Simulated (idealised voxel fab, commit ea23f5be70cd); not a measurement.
Process module in this document: voxel ribs on slabs
The figure presents cross-section cut, which has a width of 140 nm and is divided into square cells with an edge length of 5 nm.
Throughout this document, each cross-section is represented as a grid of square cells and is presented as a sequence of bands enumerated from the top downward, where a band comprises one or more rows of cells.
Band: top height; bottom height; in nm. Then, left to right: material with width in nm, for each material. "throughout": a single material spanning edge to edge. "air": empty space.
Heads up on the height convention: 0 is the point under which the incoming wafer is all one material, and the lowest band has no bottom, it just keeps going down, like "0 and below".
Think of "30..40" as a width that walks from the first number to the second as you go down the band, top row to bottom row, taking equal-sized steps from row to row.
What does "remains unaltered" mean for a step? It means no cell of the cross-section changed in that step.
Basically, "Unvented internal voids" tells you about the enclosed voids: empty spaces with no open way to the top, 8 cells or bigger, each written width x height at distance, where distance is from the left edge, all in nm.
On each step's line, the part that comes after the settings is the simulator's own comment on the step.
"overlay nm" denotes, for a step that has a mask, the displacement of the mask to the right of its planned place, with negative values corresponding to the left.

plan:
1 op RECEIVE | material Si
2 op DIRECTIONAL_DEP | material SiO2 | thk nm 30
3 op DIRECTIONAL_DEP | material SiN | thk nm 20
4 op DIRECTIONAL_DEP | material aC | thk nm 15
5 op PATTERN | tone cover | mask id RIB | material resist | width nm 20 | thk nm 35 | overlay nm 0
6 op DIRECTIONAL_ETCH | etch materials aC | depth nm 15
7 op STRIP | etch materials resist
8 op DIRECTIONAL_ETCH | etch materials SiN | depth nm 10
9 op STRIP | etch materials aC
10 op DIRECTIONAL_DEP | material aC | thk nm 15
11 op PATTERN | tone cover | mask id SLAB | material resist | width nm 50 | thk nm 35 | overlay nm 0
12 op DIRECTIONAL_ETCH | etch materials aC | depth nm 15
13 op STRIP | etch materials resist
14 op DIRECTIONAL_ETCH | etch materials SiN | depth nm 10
15 op STRIP | etch materials aC
16 op FILL_DEP | material SiO2 | thk nm 25
17 op CMP | height nm 65
18 op DIRECTIONAL_DEP | material TiN | thk nm 5
19 op DIRECTIONAL_DEP | material aC | thk nm 10
20 op PATTERN | tone cover | mask id HEATER | material resist | width nm 30 | thk nm 25 | overlay nm 0
21 op DIRECTIONAL_ETCH | etch materials aC | depth nm 10
22 op STRIP | etch materials resist
23 op DIRECTIONAL_ETCH | etch materials TiN | depth nm 5
24 op STRIP | etch materials aC
25 op CONFORMAL_DEP | material SiN | thk nm 10

Received-state cross-section, reflecting completion of step 1:
	0 and below: Si throughout
	Unvented internal voids: none

Figure: cross-sectional view of the wafer upon completion of the module, processed from the initial state and according to the plan depicted above, with one error introduced during execution:
	85 down to 80: 45 of air, then 50 of SiN, then 45 of air
	80 down to 75: SiN throughout
	75 down to 70: 55 of SiN, then 30 of TiN, then 55 of SiN
	70 down to 50: SiO2 throughout
	50 down to 40: 60 of SiO2, then 20 of SiN, then 60 of SiO2
	40 down to 30: 45 of SiO2, then 50 of SiN, then 45 of SiO2
	30 down to 0: SiO2 throughout
	0 and below: Si throughout
	Unvented internal voids: none
So what did we get wrong on this run? step 17 was not run as planned; what actually ran was op CMP | height nm 70
